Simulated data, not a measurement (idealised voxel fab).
process module | voxel transistor to metal
cross-section cut | 215 nm wide | cells 5 nm
A cross-section is a grid of square cells, given in bands from the top down. A band is one or more rows of cells.
Each band's line starts with the height of the band's top and of its bottom, in nm. Then come its materials from left to right, each with its width in nm. One material with "throughout" fills the band from edge to edge. "air" is empty space.
Height 0 is the level under which the wafer as received is all one material. The lowest band goes on downwards, as in "0 down".
A width such as "30 to 40" changes by the same amount from each row of cells to the next, from the band's top row to its bottom row.
"no change" after a step means that no cell of the cross-section changed.
closed voids: empty space of 8 cells or more with no open way to the top, each as width x height at its distance from the left edge, in nm
after a step's settings: what the simulator itself notes on the step
overlay nm, on a step with a mask: how far to the right of its planned place the mask lay; to the left if negative
Each pair below shows a cross-section before one step and the cross-section after it, down to the lowest band that changed. The line under each pair gives the step between them, with its settings. The pairs can come from different runs of this module on the same starting wafer, so a pair continues from the pair above only where its "before" says so.
before
  40 to 30: air 85 | SiN 10 | SiCN 20 | SiN 10 | air 90
  30 to 5: air 85 | SiN 10 | polySi 20 | SiN 10 | air 90
  5 to 0: air 45 | SiN 10 | air 30 | SiN 10 | polySi 20 | SiN 10 | air 30 | SiN 10 | air 50
  0 to -5: SiO2 55 | air 30 | SiO2 40 | air 30 | SiO2 60
  -5 to -15: SiO2 55 | air 30 | Si 40 | air 30 | SiO2 60
  -15 to -45: SiO2 55 | Si 100 | SiO2 60
  -45 down: Si throughout
  closed voids: none
after
  40 to 30: air 85 | SiN 10 | SiCN 20 | SiN 10 | air 90
  30 to 5: air 85 | SiN 10 | polySi 20 | SiN 10 | air 90
  5 to 0: air 45 | SiN 10 | air 20 | pSi 10 | SiN 10 | polySi 20 | SiN 10 | pSi 10 | air 20 | SiN 10 | air 50
  0 to -5: SiO2 55 | air 20 | pSi 10 | SiO2 40 | pSi 10 | air 20 | SiO2 60
  -5 to -15: SiO2 55 | pSi 30 | Si 40 | pSi 30 | SiO2 60
  below -15: unchanged
  closed voids: none
the step between: op EPI | material pSi | thk nm 10
before: the cross-section after the pair above
after
  45 to 40: SiO2 throughout
  40 to 30: SiO2 85 | SiN 10 | SiCN 20 | SiN 10 | SiO2 90
  30 to 5: SiO2 85 | SiN 10 | polySi 20 | SiN 10 | SiO2 90
  5 to 0: SiO2 45 | SiN 10 | SiO2 20 | pSi 10 | SiN 10 | polySi 20 | SiN 10 | pSi 10 | SiO2 20 | SiN 10 | SiO2 50
  0 to -5: SiO2 75 | pSi 10 | SiO2 40 | pSi 10 | SiO2 80
  below -5: unchanged
  closed voids: none
the step between: op FILL_DEP | material SiO2 | thk nm 5
before: the cross-section after the pair above
after
  40 to 30: SiO2 85 | SiN 10 | SiCN 20 | SiN 10 | SiO2 90
  below 30: unchanged
  closed voids: none
the step between: op CMP | height nm 40
before: the cross-section after the pair above
after
  50 to 40: SiO2 throughout
  below 40: unchanged
  closed voids: none
the step between: op DIRECTIONAL_DEP | material SiO2 | thk nm 10
before: the cross-section after the pair above
after
  70 to 50: resist 55 | air 20 | resist 60 | air 20 | resist 60
  below 50: unchanged
  closed voids: none
the step between: op PATTERN | tone open | mask id CONTACT | material resist | width nm 20 | pitch nm 80 | thk nm 20 | overlay nm 0
before: the cross-section after the pair above
after
  70 to 50: resist 55 | air 20 | resist 60 | air 20 | resist 60
  50 to 40: SiO2 55 | air 20 | SiO2 60 | air 20 | SiO2 60
  40 to 30: SiO2 55 | air 20 | SiO2 10 | SiN 10 | SiCN 20 | SiN 10 | SiO2 10 | air 20 | SiO2 60
  30 to 5: SiO2 55 | air 20 | SiO2 10 | SiN 10 | polySi 20 | SiN 10 | SiO2 10 | air 20 | SiO2 60
  5 to 0: SiO2 45 | SiN 10 | air 20 | pSi 10 | SiN 10 | polySi 20 | SiN 10 | pSi 10 | air 20 | SiN 10 | SiO2 50
  0 to -5: SiO2 55 | air 20 | pSi 10 | SiO2 40 | pSi 10 | air 20 | SiO2 60
  below -5: unchanged
  closed voids: none
the step between: op DIRECTIONAL_ETCH | etch materials SiO2 | depth nm 55
before: the cross-section after the pair above
after
  50 to 40: SiO2 55 | air 20 | SiO2 60 | air 20 | SiO2 60
  below 40: unchanged
  closed voids: none
the step between: op STRIP | etch materials resist
before: the cross-section after the pair above
after
  55 to 50: TiN 60 | air 10 | TiN 70 | air 10 | TiN 65
  50 to 40: SiO2 55 | TiN 5 | air 10 | TiN 5 | SiO2 60 | TiN 5 | air 10 | TiN 5 | SiO2 60
  40 to 30: SiO2 55 | TiN 5 | air 10 | TiN 5 | SiO2 10 | SiN 10 | SiCN 20 | SiN 10 | SiO2 10 | TiN 5 | air 10 | TiN 5 | SiO2 60
  30 to 5: SiO2 55 | TiN 5 | air 10 | TiN 5 | SiO2 10 | SiN 10 | polySi 20 | SiN 10 | SiO2 10 | TiN 5 | air 10 | TiN 5 | SiO2 60
  5 to 0: SiO2 45 | SiN 10 | TiN 5 | air 10 | TiN 5 | pSi 10 | SiN 10 | polySi 20 | SiN 10 | pSi 10 | TiN 5 | air 10 | TiN 5 | SiN 10 | SiO2 50
  0 to -5: SiO2 55 | TiN 20 | pSi 10 | SiO2 40 | pSi 10 | TiN 20 | SiO2 60
  below -5: unchanged
  closed voids: none
the step between: op CONFORMAL_DEP | material TiN | thk nm 5
before: the cross-section after the pair above
after
  60 to 55: Ru throughout
  55 to 50: TiN 60 | Ru 10 | TiN 70 | Ru 10 | TiN 65
  50 to 40: SiO2 55 | TiN 5 | Ru 10 | TiN 5 | SiO2 60 | TiN 5 | Ru 10 | TiN 5 | SiO2 60
  40 to 30: SiO2 55 | TiN 5 | Ru 10 | TiN 5 | SiO2 10 | SiN 10 | SiCN 20 | SiN 10 | SiO2 10 | TiN 5 | Ru 10 | TiN 5 | SiO2 60
  30 to 5: SiO2 55 | TiN 5 | Ru 10 | TiN 5 | SiO2 10 | SiN 10 | polySi 20 | SiN 10 | SiO2 10 | TiN 5 | Ru 10 | TiN 5 | SiO2 60
  5 to 0: SiO2 45 | SiN 10 | TiN 5 | Ru 10 | TiN 5 | pSi 10 | SiN 10 | polySi 20 | SiN 10 | pSi 10 | TiN 5 | Ru 10 | TiN 5 | SiN 10 | SiO2 50
  below 0: unchanged
  closed voids: none
the step between: op FILL_DEP | material Ru | thk nm 5
before: the cross-section after the pair above
after
  50 to 40: SiO2 55 | TiN 5 | Ru 10 | TiN 5 | SiO2 60 | TiN 5 | Ru 10 | TiN 5 | SiO2 60
  below 40: unchanged
  closed voids: none
the step between: op CMP | height nm 50
before: the cross-section after the pair above
after
  55 to 50: SiCN throughout
  below 50: unchanged
  closed voids: none
the step between: op CONFORMAL_DEP | material SiCN | thk nm 5
before: the cross-section after the pair above
after
  75 to 55: lowk throughout
  below 55: unchanged
  closed voids: none
the step between: op DIRECTIONAL_DEP | material lowk | thk nm 20
before: the cross-section after the pair above
after
  90 to 75: resist 55 | air 20 | resist 60 | air 20 | resist 60
  below 75: unchanged
  closed voids: none
the step between: op PATTERN | tone open | mask id METAL_1 | material resist | width nm 20 | pitch nm 80 | thk nm 15 | overlay nm 0
before: the cross-section after the pair above
after
  90 to 75: resist 55 | air 20 | resist 60 | air 20 | resist 60
  75 to 55: lowk 55 | air 20 | lowk 60 | air 20 | lowk 60
  below 55: unchanged
  closed voids: none
the step between: op DIRECTIONAL_ETCH | etch materials lowk | depth nm 20
before: the cross-section after the pair above
after
  90 to 75: resist 55 | air 20 | resist 60 | air 20 | resist 60
  75 to 55: lowk 55 | air 20 | lowk 60 | air 20 | lowk 60
  55 to 50: SiCN 55 | air 20 | SiCN 60 | air 20 | SiCN 60
  below 50: unchanged
  closed voids: none
the step between: op DIRECTIONAL_ETCH | etch materials SiCN | depth nm 5
before: the cross-section after the pair above
after
  75 to 55: lowk 55 | air 20 | lowk 60 | air 20 | lowk 60
  below 55: unchanged
  closed voids: none
the step between: op STRIP | etch materials resist
before: the cross-section after the pair above
after
  80 to 75: TiN 60 | air 10 | TiN 70 | air 10 | TiN 65
  75 to 55: lowk 55 | TiN 5 | air 10 | TiN 5 | lowk 60 | TiN 5 | air 10 | TiN 5 | lowk 60
  55 to 50: SiCN 55 | TiN 20 | SiCN 60 | TiN 20 | SiCN 60
  below 50: unchanged
  closed voids: none
the step between: op CONFORMAL_DEP | material TiN | thk nm 5
before: the cross-section after the pair above
after
  90 to 80: Cu throughout
  80 to 75: TiN 60 | Cu 10 | TiN 70 | Cu 10 | TiN 65
  75 to 55: lowk 55 | TiN 5 | Cu 10 | TiN 5 | lowk 60 | TiN 5 | Cu 10 | TiN 5 | lowk 60
  below 55: unchanged
  closed voids: none
the step between: op FILL_DEP | material Cu | thk nm 10
before: the cross-section after the pair above
after
  75 to 55: lowk 55 | TiN 5 | Cu 10 | TiN 5 | lowk 60 | TiN 5 | Cu 10 | TiN 5 | lowk 60
  below 55: unchanged
  closed voids: none
the step between: op CMP | height nm 75
before: the cross-section after the pair above
after
  80 to 75: SiCN throughout
  below 75: unchanged
  closed voids: none
the step between: op CONFORMAL_DEP | material SiCN | thk nm 5
before: the cross-section after the pair above
after
  115 to 80: SiO2 throughout
  below 80: unchanged
  closed voids: none
the step between: op DIRECTIONAL_DEP | material SiO2 | thk nm 35
before: the cross-section after the pair above
after
  130 to 115: aC throughout
  below 115: unchanged
  closed voids: none
the step between: op DIRECTIONAL_DEP | material aC | thk nm 15
before: the cross-section after the pair above
after
  165 to 130: resist 55 | air 15 | resist 65 | air 15 | resist 65
  below 130: unchanged
  closed voids: none
the step between: op PATTERN | tone open | mask id METAL_2_HOLES | material resist | width nm 15 | pitch nm 80 | thk nm 35 | overlay nm 0
before: the cross-section after the pair above
after
  150 to 130: resist 55 | air 15 | resist 65 | air 15 | resist 65
  130 to 115: aC 55 | air 15 | aC 65 | air 15 | aC 65
  below 115: unchanged
  closed voids: none
the step between: op DIRECTIONAL_ETCH | etch materials aC | depth nm 15
before: the cross-section after the pair above
after
  130 to 115: aC 55 | air 15 | aC 65 | air 15 | aC 65
  below 115: unchanged
  closed voids: none
the step between: op STRIP | etch materials resist
before: the cross-section after the pair above
after
  130 to 115: aC 55 | air 15 | aC 65 | air 15 | aC 65
  115 to 80: SiO2 55 | air 15 | SiO2 65 | air 15 | SiO2 65
  below 80: unchanged
  closed voids: none
the step between: op DIRECTIONAL_ETCH | etch materials SiO2 | depth nm 35
before: the cross-section after the pair above
after
  115 to 80: SiO2 55 | air 15 | SiO2 65 | air 15 | SiO2 65
  below 80: unchanged
  closed voids: none
the step between: op STRIP | etch materials aC
before: the cross-section after the pair above
after
  115 to 95: SiO2 55 | air 20 | SiO2 60 | air 20 | SiO2 60
  below 95: unchanged
  closed voids: none
the step between: op MASKED_ETCH | tone open | mask id METAL_2 | width nm 20 | pitch nm 80 | etch materials SiO2 | depth nm 20 | overlay nm 0
before: the cross-section after the pair above
after
  115 to 95: SiO2 55 | air 20 | SiO2 60 | air 20 | SiO2 60
  95 to 80: SiO2 55 | air 15 | SiO2 65 | air 15 | SiO2 65
  80 to 75: SiCN 55 | air 15 | SiCN 65 | air 15 | SiCN 65
  below 75: unchanged
  closed voids: none
the step between: op MASKED_ETCH | tone open | mask id METAL_2 | width nm 20 | pitch nm 80 | etch materials SiCN | depth nm 5 | overlay nm 0
before: the cross-section after the pair above
after
  120 to 115: TiN 60 | air 10 | TiN 70 | air 10 | TiN 65
  115 to 100: SiO2 55 | TiN 5 | air 10 | TiN 5 | SiO2 60 | TiN 5 | air 10 | TiN 5 | SiO2 60
  100 to 95: SiO2 55 | TiN 5 | air 5 | TiN 10 | SiO2 60 | TiN 5 | air 5 | TiN 10 | SiO2 60
  95 to 80: SiO2 55 | TiN 5 | air 5 | TiN 5 | SiO2 65 | TiN 5 | air 5 | TiN 5 | SiO2 65
  80 to 75: SiCN 55 | TiN 15 | SiCN 65 | TiN 15 | SiCN 65
  below 75: unchanged
  closed voids: none
the step between: op CONFORMAL_DEP | material TiN | thk nm 5
before: the cross-section after the pair above
after
  125 to 120: Ru throughout
  120 to 115: TiN 60 | Ru 10 | TiN 70 | Ru 10 | TiN 65
  115 to 100: SiO2 55 | TiN 5 | Ru 10 | TiN 5 | SiO2 60 | TiN 5 | Ru 10 | TiN 5 | SiO2 60
  100 to 95: SiO2 55 | TiN 5 | Ru 5 | TiN 10 | SiO2 60 | TiN 5 | Ru 5 | TiN 10 | SiO2 60
  95 to 80: SiO2 55 | TiN 5 | Ru 5 | TiN 5 | SiO2 65 | TiN 5 | Ru 5 | TiN 5 | SiO2 65
  below 80: unchanged
  closed voids: none
the step between: op FILL_DEP | material Ru | thk nm 5
before: the cross-section after the pair above
after
  115 to 100: SiO2 55 | TiN 5 | Ru 10 | TiN 5 | SiO2 60 | TiN 5 | Ru 10 | TiN 5 | SiO2 60
  below 100: unchanged
  closed voids: none
the step between: op CMP | height nm 115
before: the cross-section after the pair above
after
  120 to 115: SiCN throughout
  below 115: unchanged
  closed voids: none
the step between: op CONFORMAL_DEP | material SiCN | thk nm 5
before
  75 to 55: lowk 55 | TiN 5 | Cu 10 | TiN 5 | lowk 60 | TiN 5 | Cu 10 | TiN 5 | lowk 60
  55 to 50: SiCN 55 | TiN 20 | SiCN 60 | TiN 20 | SiCN 60
  50 to 40: SiO2 55 | TiN 5 | Ru 10 | TiN 5 | SiO2 60 | TiN 5 | Ru 10 | TiN 5 | SiO2 60
  40 to 30: SiO2 55 | TiN 5 | Ru 10 | TiN 5 | SiO2 10 | SiN 10 | SiCN 20 | SiN 10 | SiO2 10 | TiN 5 | Ru 10 | TiN 5 | SiO2 60
  30 to 5: SiO2 55 | TiN 5 | Ru 10 | TiN 5 | SiO2 10 | SiN 10 | polySi 20 | SiN 10 | SiO2 10 | TiN 5 | Ru 10 | TiN 5 | SiO2 60
  5 to 0: SiO2 45 | SiN 10 | TiN 5 | Ru 10 | TiN 5 | pSi 10 | SiN 10 | polySi 20 | SiN 10 | pSi 10 | TiN 5 | Ru 10 | TiN 5 | SiN 10 | SiO2 50
  0 to -5: SiO2 55 | TiN 20 | pSi 10 | SiO2 40 | pSi 10 | TiN 20 | SiO2 60
  -5 to -15: SiO2 55 | pSi 30 | Si 40 | pSi 30 | SiO2 60
  -15 to -25: SiO2 55 | Si 100 | SiO2 60
  -25 down: Si throughout
  closed voids: none
after
  110 to 75: SiO2 throughout
  below 75: unchanged
  closed voids: none
the step between: op DIRECTIONAL_DEP | material SiO2 | thk nm 35
before: the cross-section after the pair above
after
  115 to 110: SiCN throughout
  below 110: unchanged
  closed voids: none
the step between: op CONFORMAL_DEP | material SiCN | thk nm 5
before: the cross-section after the pair above
after
  130 to 115: aC throughout
  below 115: unchanged
  closed voids: none
the step between: op DIRECTIONAL_DEP | material aC | thk nm 15
before: the cross-section after the pair above
after
  165 to 130: resist 55 | air 15 | resist 65 | air 15 | resist 65
  below 130: unchanged
  closed voids: none
the step between: op PATTERN | tone open | mask id METAL_2_HOLES | material resist | width nm 15 | pitch nm 80 | thk nm 35 | overlay nm 0
before: the cross-section after the pair above
after
  150 to 130: resist 55 | air 15 | resist 65 | air 15 | resist 65
  130 to 115: aC 55 | air 15 | aC 65 | air 15 | aC 65
  below 115: unchanged
  closed voids: none
the step between: op DIRECTIONAL_ETCH | etch materials aC | depth nm 15
before: the cross-section after the pair above
after
  130 to 115: aC 55 | air 15 | aC 65 | air 15 | aC 65
  below 115: unchanged
  closed voids: none
the step between: op STRIP | etch materials resist
before: the cross-section after the pair above
after
  115 to 110: SiCN throughout
  below 110: unchanged
  closed voids: none
the step between: op STRIP | etch materials aC
before: the cross-section after the pair above
after
  115 to 110: SiCN 55 | air 20 | SiCN 60 | air 20 | SiCN 60
  below 110: unchanged
  closed voids: none
the step between: op MASKED_ETCH | tone open | mask id METAL_2 | width nm 20 | pitch nm 80 | etch materials SiCN | depth nm 5 | overlay nm 0
before: the cross-section after the pair above
after
  120 to 115: TiN 60 | air 10 | TiN 70 | air 10 | TiN 65
  115 to 110: SiCN 55 | TiN 20 | SiCN 60 | TiN 20 | SiCN 60
  below 110: unchanged
  closed voids: none
the step between: op CONFORMAL_DEP | material TiN | thk nm 5
before: the cross-section after the pair above
after
  125 to 120: Ru throughout
  120 to 115: TiN 60 | Ru 10 | TiN 70 | Ru 10 | TiN 65
  below 115: unchanged
  closed voids: none
the step between: op FILL_DEP | material Ru | thk nm 5
before: the cross-section after the pair above
after
  115 to 110: SiCN 55 | TiN 20 | SiCN 60 | TiN 20 | SiCN 60
  below 110: unchanged
  closed voids: none
the step between: op CMP | height nm 115
before: the cross-section after the pair above
after
  120 to 115: SiCN throughout
  below 115: unchanged
  closed voids: none
the step between: op CONFORMAL_DEP | material SiCN | thk nm 5
before
  5 to 0: SiO2 45 | air 120 | SiO2 50
  0 to -5: SiO2 throughout
  -5 to -25: SiO2 55 | Si 100 | SiO2 60
  -25 down: Si throughout
  closed voids: none
after
  40 to 35: polySi 45 | air 120 | polySi 50
  35 to 5: polySi throughout
  5 to 0: SiO2 45 | polySi 120 | SiO2 50
  below 0: unchanged
  closed voids: none
the step between: op DIRECTIONAL_DEP | material polySi | thk nm 35
before: the cross-section after the pair above
after
  50 to 45: SiCN 45 | air 120 | SiCN 50
  45 to 40: SiCN throughout
  40 to 35: polySi 45 | SiCN 120 | polySi 50
  below 35: unchanged
  closed voids: none
the step between: op DIRECTIONAL_DEP | material SiCN | thk nm 10
before: the cross-section after the pair above
after
  65 to 50: air 95 | resist 20 | air 100
  50 to 45: SiCN 45 | air 50 | resist 20 | air 50 | SiCN 50
  below 45: unchanged
  closed voids: none
the step between: op PATTERN | tone cover | mask id GATE | material resist | width nm 20 | thk nm 15 | overlay nm 0
before: the cross-section after the pair above
after
  65 to 45: air 95 | resist 20 | air 100
  45 to 40: air 95 | SiCN 20 | air 100
  40 to 35: polySi 45 | air 50 | SiCN 20 | air 50 | polySi 50
  below 35: unchanged
  closed voids: none
the step between: op DIRECTIONAL_ETCH | etch materials SiCN | depth nm 20
before: the cross-section after the pair above
after
  65 to 45: air 95 | resist 20 | air 100
  45 to 35: air 95 | SiCN 20 | air 100
  35 to 5: air 95 | polySi 20 | air 100
  5 to 0: SiO2 45 | air 50 | polySi 20 | air 50 | SiO2 50
  below 0: unchanged
  closed voids: none
the step between: op DIRECTIONAL_ETCH | etch materials polySi | depth nm 40
before: the cross-section after the pair above
after
  45 to 35: air 95 | SiCN 20 | air 100
  below 35: unchanged
  closed voids: none
the step between: op STRIP | etch materials resist
before: the cross-section after the pair above
after
  55 to 45: air 85 | SiN 40 | air 90
  45 to 35: air 85 | SiN 10 | SiCN 20 | SiN 10 | air 90
  35 to 15: air 85 | SiN 10 | polySi 20 | SiN 10 | air 90
  15 to 10: SiN 55 | air 30 | SiN 10 | polySi 20 | SiN 10 | air 30 | SiN 60
  10 to 5: SiN 95 | polySi 20 | SiN 100
  5 to 0: SiO2 45 | SiN 50 | polySi 20 | SiN 50 | SiO2 50
  below 0: unchanged
  closed voids: none
the step between: op CONFORMAL_DEP | material SiN | thk nm 10
before: the cross-section after the pair above
after
  45 to 35: air 85 | SiN 10 | SiCN 20 | SiN 10 | air 90
  35 to 5: air 85 | SiN 10 | polySi 20 | SiN 10 | air 90
  5 to 0: SiO2 45 | SiN 10 | air 30 | SiN 10 | polySi 20 | SiN 10 | air 30 | SiN 10 | SiO2 50
  below 0: unchanged
  closed voids: none
the step between: op DIRECTIONAL_ETCH | etch materials SiN | depth nm 10
before: the cross-section after the pair above
after
  45 to 35: air 85 | SiN 10 | SiCN 20 | SiN 10 | air 90
  35 to 5: air 85 | SiN 10 | polySi 20 | SiN 10 | air 90
  5 to 0: air 45 | SiN 10 | air 30 | SiN 10 | polySi 20 | SiN 10 | air 30 | SiN 10 | air 50
  0 to -5: SiO2 55 | air 30 | SiO2 40 | air 30 | SiO2 60
  below -5: unchanged
  closed voids: none
the step between: op DIRECTIONAL_ETCH | etch materials SiO2 | depth nm 5
before: the cross-section after the pair above
after
  45 to 35: air 85 | SiN 10 | SiCN 20 | SiN 10 | air 90
  35 to 5: air 85 | SiN 10 | polySi 20 | SiN 10 | air 90
  5 to 0: air 45 | SiN 10 | air 30 | SiN 10 | polySi 20 | SiN 10 | air 30 | SiN 10 | air 50
  0 to -5: SiO2 55 | air 30 | SiO2 40 | air 30 | SiO2 60
  -5 to -15: SiO2 55 | air 30 | Si 40 | air 30 | SiO2 60
  below -15: unchanged
  closed voids: none
the step between: op DIRECTIONAL_ETCH | etch materials Si | depth nm 10
before: the cross-section after the pair above
after
  45 to 35: air 85 | SiN 10 | SiCN 20 | SiN 10 | air 90
  35 to 5: air 85 | SiN 10 | polySi 20 | SiN 10 | air 90
  5 to 0: air 45 | SiN 10 | air 20 | pSi 10 | SiN 10 | polySi 20 | SiN 10 | pSi 10 | air 20 | SiN 10 | air 50
  0 to -5: SiO2 55 | air 20 | pSi 10 | SiO2 40 | pSi 10 | air 20 | SiO2 60
  -5 to -15: SiO2 55 | pSi 30 | Si 40 | pSi 30 | SiO2 60
  below -15: unchanged
  closed voids: none
the step between: op EPI | material pSi | thk nm 10
before: the cross-section after the pair above
after
  50 to 45: SiO2 throughout
  45 to 35: SiO2 85 | SiN 10 | SiCN 20 | SiN 10 | SiO2 90
  35 to 5: SiO2 85 | SiN 10 | polySi 20 | SiN 10 | SiO2 90
  5 to 0: SiO2 45 | SiN 10 | SiO2 20 | pSi 10 | SiN 10 | polySi 20 | SiN 10 | pSi 10 | SiO2 20 | SiN 10 | SiO2 50
  0 to -5: SiO2 75 | pSi 10 | SiO2 40 | pSi 10 | SiO2 80
  below -5: unchanged
  closed voids: none
the step between: op FILL_DEP | material SiO2 | thk nm 5
before: the cross-section after the pair above
after
  40 to 35: SiO2 85 | SiN 10 | SiCN 20 | SiN 10 | SiO2 90
  below 35: unchanged
  closed voids: none
the step between: op CMP | height nm 40
before: the cross-section after the pair above
after
  50 to 40: SiO2 throughout
  below 40: unchanged
  closed voids: none
the step between: op DIRECTIONAL_DEP | material SiO2 | thk nm 10
before: the cross-section after the pair above
after
  70 to 50: resist 55 | air 20 | resist 60 | air 20 | resist 60
  below 50: unchanged
  closed voids: none
the step between: op PATTERN | tone open | mask id CONTACT | material resist | width nm 20 | pitch nm 80 | thk nm 20 | overlay nm 0
before: the cross-section after the pair above
after
  70 to 50: resist 55 | air 20 | resist 60 | air 20 | resist 60
  50 to 40: SiO2 55 | air 20 | SiO2 60 | air 20 | SiO2 60
  40 to 35: SiO2 55 | air 20 | SiO2 10 | SiN 10 | SiCN 20 | SiN 10 | SiO2 10 | air 20 | SiO2 60
  35 to 5: SiO2 55 | air 20 | SiO2 10 | SiN 10 | polySi 20 | SiN 10 | SiO2 10 | air 20 | SiO2 60
  5 to 0: SiO2 45 | SiN 10 | air 20 | pSi 10 | SiN 10 | polySi 20 | SiN 10 | pSi 10 | air 20 | SiN 10 | SiO2 50
  0 to -5: SiO2 55 | air 20 | pSi 10 | SiO2 40 | pSi 10 | air 20 | SiO2 60
  below -5: unchanged
  closed voids: none
the step between: op DIRECTIONAL_ETCH | etch materials SiO2 | depth nm 55
before: the cross-section after the pair above
after
  50 to 40: SiO2 55 | air 20 | SiO2 60 | air 20 | SiO2 60
  below 40: unchanged
  closed voids: none
the step between: op STRIP | etch materials resist
before: the cross-section after the pair above
after
  55 to 50: TiN 60 | air 10 | TiN 70 | air 10 | TiN 65
  50 to 40: SiO2 55 | TiN 5 | air 10 | TiN 5 | SiO2 60 | TiN 5 | air 10 | TiN 5 | SiO2 60
  40 to 35: SiO2 55 | TiN 5 | air 10 | TiN 5 | SiO2 10 | SiN 10 | SiCN 20 | SiN 10 | SiO2 10 | TiN 5 | air 10 | TiN 5 | SiO2 60
  35 to 5: SiO2 55 | TiN 5 | air 10 | TiN 5 | SiO2 10 | SiN 10 | polySi 20 | SiN 10 | SiO2 10 | TiN 5 | air 10 | TiN 5 | SiO2 60
  5 to 0: SiO2 45 | SiN 10 | TiN 5 | air 10 | TiN 5 | pSi 10 | SiN 10 | polySi 20 | SiN 10 | pSi 10 | TiN 5 | air 10 | TiN 5 | SiN 10 | SiO2 50
  0 to -5: SiO2 55 | TiN 20 | pSi 10 | SiO2 40 | pSi 10 | TiN 20 | SiO2 60
  below -5: unchanged
  closed voids: none
the step between: op CONFORMAL_DEP | material TiN | thk nm 5
before: the cross-section after the pair above
after
  60 to 55: Ru throughout
  55 to 50: TiN 60 | Ru 10 | TiN 70 | Ru 10 | TiN 65
  50 to 40: SiO2 55 | TiN 5 | Ru 10 | TiN 5 | SiO2 60 | TiN 5 | Ru 10 | TiN 5 | SiO2 60
  40 to 35: SiO2 55 | TiN 5 | Ru 10 | TiN 5 | SiO2 10 | SiN 10 | SiCN 20 | SiN 10 | SiO2 10 | TiN 5 | Ru 10 | TiN 5 | SiO2 60
  35 to 5: SiO2 55 | TiN 5 | Ru 10 | TiN 5 | SiO2 10 | SiN 10 | polySi 20 | SiN 10 | SiO2 10 | TiN 5 | Ru 10 | TiN 5 | SiO2 60
  5 to 0: SiO2 45 | SiN 10 | TiN 5 | Ru 10 | TiN 5 | pSi 10 | SiN 10 | polySi 20 | SiN 10 | pSi 10 | TiN 5 | Ru 10 | TiN 5 | SiN 10 | SiO2 50
  below 0: unchanged
  closed voids: none
the step between: op FILL_DEP | material Ru | thk nm 5
before: the cross-section after the pair above
after
  50 to 40: SiO2 55 | TiN 5 | Ru 10 | TiN 5 | SiO2 60 | TiN 5 | Ru 10 | TiN 5 | SiO2 60
  below 40: unchanged
  closed voids: none
the step between: op CMP | height nm 50
before: the cross-section after the pair above
after
  55 to 50: SiCN throughout
  below 50: unchanged
  closed voids: none
the step between: op CONFORMAL_DEP | material SiCN | thk nm 5
before: the cross-section after the pair above
after
  75 to 55: lowk throughout
  below 55: unchanged
  closed voids: none
the step between: op DIRECTIONAL_DEP | material lowk | thk nm 20
before: the cross-section after the pair above
after
  90 to 75: resist 55 | air 20 | resist 60 | air 20 | resist 60
  below 75: unchanged
  closed voids: none
the step between: op PATTERN | tone open | mask id METAL_1 | material resist | width nm 20 | pitch nm 80 | thk nm 15 | overlay nm 0
before: the cross-section after the pair above
after
  90 to 75: resist 55 | air 20 | resist 60 | air 20 | resist 60
  75 to 55: lowk 55 | air 20 | lowk 60 | air 20 | lowk 60
  below 55: unchanged
  closed voids: none
the step between: op DIRECTIONAL_ETCH | etch materials lowk | depth nm 20
before: the cross-section after the pair above
after
  90 to 75: resist 55 | air 20 | resist 60 | air 20 | resist 60
  75 to 55: lowk 55 | air 20 | lowk 60 | air 20 | lowk 60
  55 to 50: SiCN 55 | air 20 | SiCN 60 | air 20 | SiCN 60
  below 50: unchanged
  closed voids: none
the step between: op DIRECTIONAL_ETCH | etch materials SiCN | depth nm 5
before: the cross-section after the pair above
after
  75 to 55: lowk 55 | air 20 | lowk 60 | air 20 | lowk 60
  below 55: unchanged
  closed voids: none
the step between: op STRIP | etch materials resist
before: the cross-section after the pair above
after
  80 to 75: TiN 60 | air 10 | TiN 70 | air 10 | TiN 65
  75 to 55: lowk 55 | TiN 5 | air 10 | TiN 5 | lowk 60 | TiN 5 | air 10 | TiN 5 | lowk 60
  55 to 50: SiCN 55 | TiN 20 | SiCN 60 | TiN 20 | SiCN 60
  below 50: unchanged
  closed voids: none
the step between: op CONFORMAL_DEP | material TiN | thk nm 5
before: the cross-section after the pair above
after
  90 to 80: Cu throughout
  80 to 75: TiN 60 | Cu 10 | TiN 70 | Cu 10 | TiN 65
  75 to 55: lowk 55 | TiN 5 | Cu 10 | TiN 5 | lowk 60 | TiN 5 | Cu 10 | TiN 5 | lowk 60
  below 55: unchanged
  closed voids: none
the step between: op FILL_DEP | material Cu | thk nm 10
before: the cross-section after the pair above
after
  75 to 55: lowk 55 | TiN 5 | Cu 10 | TiN 5 | lowk 60 | TiN 5 | Cu 10 | TiN 5 | lowk 60
  below 55: unchanged
  closed voids: none
the step between: op CMP | height nm 75
before: the cross-section after the pair above
after
  80 to 75: SiCN throughout
  below 75: unchanged
  closed voids: none
the step between: op CONFORMAL_DEP | material SiCN | thk nm 5
before: the cross-section after the pair above
after
  115 to 80: SiO2 throughout
  below 80: unchanged
  closed voids: none
the step between: op DIRECTIONAL_DEP | material SiO2 | thk nm 35
before: the cross-section after the pair above
after
  130 to 115: aC throughout
  below 115: unchanged
  closed voids: none
the step between: op DIRECTIONAL_DEP | material aC | thk nm 15
before: the cross-section after the pair above
after
  165 to 130: resist 55 | air 15 | resist 65 | air 15 | resist 65
  below 130: unchanged
  closed voids: none
the step between: op PATTERN | tone open | mask id METAL_2_HOLES | material resist | width nm 15 | pitch nm 80 | thk nm 35 | overlay nm 0
before: the cross-section after the pair above
after
  150 to 130: resist 55 | air 15 | resist 65 | air 15 | resist 65
  130 to 115: aC 55 | air 15 | aC 65 | air 15 | aC 65
  below 115: unchanged
  closed voids: none
the step between: op DIRECTIONAL_ETCH | etch materials aC | depth nm 15
before: the cross-section after the pair above
after
  130 to 115: aC 55 | air 15 | aC 65 | air 15 | aC 65
  below 115: unchanged
  closed voids: none
the step between: op STRIP | etch materials resist
before: the cross-section after the pair above
after
  130 to 115: aC 55 | air 15 | aC 65 | air 15 | aC 65
  115 to 80: SiO2 55 | air 15 | SiO2 65 | air 15 | SiO2 65
  below 80: unchanged
  closed voids: none
the step between: op DIRECTIONAL_ETCH | etch materials SiO2 | depth nm 35
before: the cross-section after the pair above
after
  115 to 80: SiO2 55 | air 15 | SiO2 65 | air 15 | SiO2 65
  below 80: unchanged
  closed voids: none
the step between: op STRIP | etch materials aC
before: the cross-section after the pair above
after
  115 to 95: SiO2 55 | air 20 | SiO2 60 | air 20 | SiO2 60
  below 95: unchanged
  closed voids: none
the step between: op MASKED_ETCH | tone open | mask id METAL_2 | width nm 20 | pitch nm 80 | etch materials SiO2 | depth nm 20 | overlay nm 0
before: the cross-section after the pair above
after
  115 to 95: SiO2 55 | air 20 | SiO2 60 | air 20 | SiO2 60
  95 to 80: SiO2 55 | air 15 | SiO2 65 | air 15 | SiO2 65
  80 to 75: SiCN 55 | air 15 | SiCN 65 | air 15 | SiCN 65
  below 75: unchanged
  closed voids: none
the step between: op MASKED_ETCH | tone open | mask id METAL_2 | width nm 20 | pitch nm 80 | etch materials SiCN | depth nm 5 | overlay nm 0
